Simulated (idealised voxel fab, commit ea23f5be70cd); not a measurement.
process module | voxel trench capacitor
cross-section cut | 175 nm wide | cells 5 nm
A cross-section is a grid of square cells, given in bands from the top down. A band is one or more rows of cells.
Each band's line starts with the height of the band's top and of its bottom, in nm. Then come its materials from left to right, each with its width in nm. One material with "throughout" fills the band from edge to edge. "air" is empty space.
Height 0 is the level under which the wafer as received is all one material. The lowest band goes on downwards, as in "0 down".
A width such as "30 to 40" changes by the same amount from each row of cells to the next, from the band's top row to its bottom row.
"no change" after a step means that no cell of the cross-section changed.
closed voids: empty space of 8 cells or more with no open way to the top, each as width x height at its distance from the left edge, in nm
after a step's settings: what the simulator itself notes on the step
overlay nm, on a step with a mask: how far to the right of its planned place the mask lay; to the left if negative
plan
1 op RECEIVE | material Si
2 op CONFORMAL_DEP | material SiN | thk nm 5
3 op DIRECTIONAL_DEP | material aC | thk nm 15
4 op PATTERN | tone open | mask id TRENCH | material resist | width nm 30 | pitch nm 60 | thk nm 35 | overlay nm 0
5 op DIRECTIONAL_ETCH | etch materials aC | depth nm 15
6 op STRIP | etch materials resist
7 op DIRECTIONAL_ETCH | etch materials SiN | depth nm 5
8 op DIRECTIONAL_ETCH | etch materials Si | depth nm 40
9 op STRIP | etch materials aC
10 op CONFORMAL_DEP | material HfO2 | thk nm 5
11 op CONFORMAL_DEP | material TiN | thk nm 5
12 op FILL_DEP | material W | thk nm 5
13 op CMP | height nm 5
first wafer, as planned
as received, after step 1
  0 down: Si throughout
  closed voids: none
after step 2
  5 to 0: SiN throughout
  below 0: unchanged
after step 3
  20 to 5: aC throughout
  below 5: unchanged
after step 4
  55 to 20: resist 40 | air 30 | resist 30 | air 30 | resist 45
  below 20: unchanged
after step 5
  40 to 20: resist 40 | air 30 | resist 30 | air 30 | resist 45
  20 to 5: aC 40 | air 30 | aC 30 | air 30 | aC 45
  below 5: unchanged
after step 6
  20 to 5: aC 40 | air 30 | aC 30 | air 30 | aC 45
  below 5: unchanged
after step 7
  20 to 5: aC 40 | air 30 | aC 30 | air 30 | aC 45
  5 to 0: SiN 40 | air 30 | SiN 30 | air 30 | SiN 45
  below 0: unchanged
after step 8
  20 to 5: aC 40 | air 30 | aC 30 | air 30 | aC 45
  5 to 0: SiN 40 | air 30 | SiN 30 | air 30 | SiN 45
  0 to -40: Si 40 | air 30 | Si 30 | air 30 | Si 45
  below -40: unchanged
after step 9
  5 to 0: SiN 40 | air 30 | SiN 30 | air 30 | SiN 45
  below 0: unchanged
after step 10
  10 to 5: HfO2 45 | air 20 | HfO2 40 | air 20 | HfO2 50
  5 to 0: SiN 40 | HfO2 5 | air 20 | HfO2 5 | SiN 30 | HfO2 5 | air 20 | HfO2 5 | SiN 45
  0 to -35: Si 40 | HfO2 5 | air 20 | HfO2 5 | Si 30 | HfO2 5 | air 20 | HfO2 5 | Si 45
  -35 to -40: Si 40 | HfO2 30 | Si 30 | HfO2 30 | Si 45
  below -40: unchanged
after step 11
  15 to 10: TiN 50 | air 10 | TiN 50 | air 10 | TiN 55
  10 to 5: HfO2 45 | TiN 5 | air 10 | TiN 5 | HfO2 40 | TiN 5 | air 10 | TiN 5 | HfO2 50
  5 to 0: SiN 40 | HfO2 5 | TiN 5 | air 10 | TiN 5 | HfO2 5 | SiN 30 | HfO2 5 | TiN 5 | air 10 | TiN 5 | HfO2 5 | SiN 45
  0 to -30: Si 40 | HfO2 5 | TiN 5 | air 10 | TiN 5 | HfO2 5 | Si 30 | HfO2 5 | TiN 5 | air 10 | TiN 5 | HfO2 5 | Si 45
  -30 to -35: Si 40 | HfO2 5 | TiN 20 | HfO2 5 | Si 30 | HfO2 5 | TiN 20 | HfO2 5 | Si 45
  below -35: unchanged
after step 12
  20 to 15: W throughout
  15 to 10: TiN 50 | W 10 | TiN 50 | W 10 | TiN 55
  10 to 5: HfO2 45 | TiN 5 | W 10 | TiN 5 | HfO2 40 | TiN 5 | W 10 | TiN 5 | HfO2 50
  5 to 0: SiN 40 | HfO2 5 | TiN 5 | W 10 | TiN 5 | HfO2 5 | SiN 30 | HfO2 5 | TiN 5 | W 10 | TiN 5 | HfO2 5 | SiN 45
  0 to -30: Si 40 | HfO2 5 | TiN 5 | W 10 | TiN 5 | HfO2 5 | Si 30 | HfO2 5 | TiN 5 | W 10 | TiN 5 | HfO2 5 | Si 45
  below -30: unchanged
after step 13
  5 to 0: SiN 40 | HfO2 5 | TiN 5 | W 10 | TiN 5 | HfO2 5 | SiN 30 | HfO2 5 | TiN 5 | W 10 | TiN 5 | HfO2 5 | SiN 45
  below 0: unchanged
second wafer: like start, like plan, one mistake. Through step 9 it matches the first wafer
when step 10 should have ended
  10 to 0: SiN 45 | air 20 | SiN 40 | air 20 | SiN 50
  0 to -35: Si 40 | SiN 5 | air 20 | SiN 5 | Si 30 | SiN 5 | air 20 | SiN 5 | Si 45
  -35 to -40: Si 40 | SiN 30 | Si 30 | SiN 30 | Si 45
  below -40: unchanged
when step 11 should have ended
  15 to 10: TiN 50 | air 10 | TiN 50 | air 10 | TiN 55
  10 to 0: SiN 45 | TiN 5 | air 10 | TiN 5 | SiN 40 | TiN 5 | air 10 | TiN 5 | SiN 50
  0 to -30: Si 40 | SiN 5 | TiN 5 | air 10 | TiN 5 | SiN 5 | Si 30 | SiN 5 | TiN 5 | air 10 | TiN 5 | SiN 5 | Si 45
  -30 to -35: Si 40 | SiN 5 | TiN 20 | SiN 5 | Si 30 | SiN 5 | TiN 20 | SiN 5 | Si 45
  below -35: unchanged
when step 12 should have ended
  20 to 15: W throughout
  15 to 10: TiN 50 | W 10 | TiN 50 | W 10 | TiN 55
  10 to 0: SiN 45 | TiN 5 | W 10 | TiN 5 | SiN 40 | TiN 5 | W 10 | TiN 5 | SiN 50
  0 to -30: Si 40 | SiN 5 | TiN 5 | W 10 | TiN 5 | SiN 5 | Si 30 | SiN 5 | TiN 5 | W 10 | TiN 5 | SiN 5 | Si 45
  below -30: unchanged
when step 13 should have ended
  5 to 0: SiN 45 | TiN 5 | W 10 | TiN 5 | SiN 40 | TiN 5 | W 10 | TiN 5 | SiN 50
  below 0: unchanged
what went wrong: step 10 ran as: op CONFORMAL_DEP | material SiN | thk nm 5
at the end the second wafer has, in cells: 44 fewer of HfO2 | 44 more of SiN
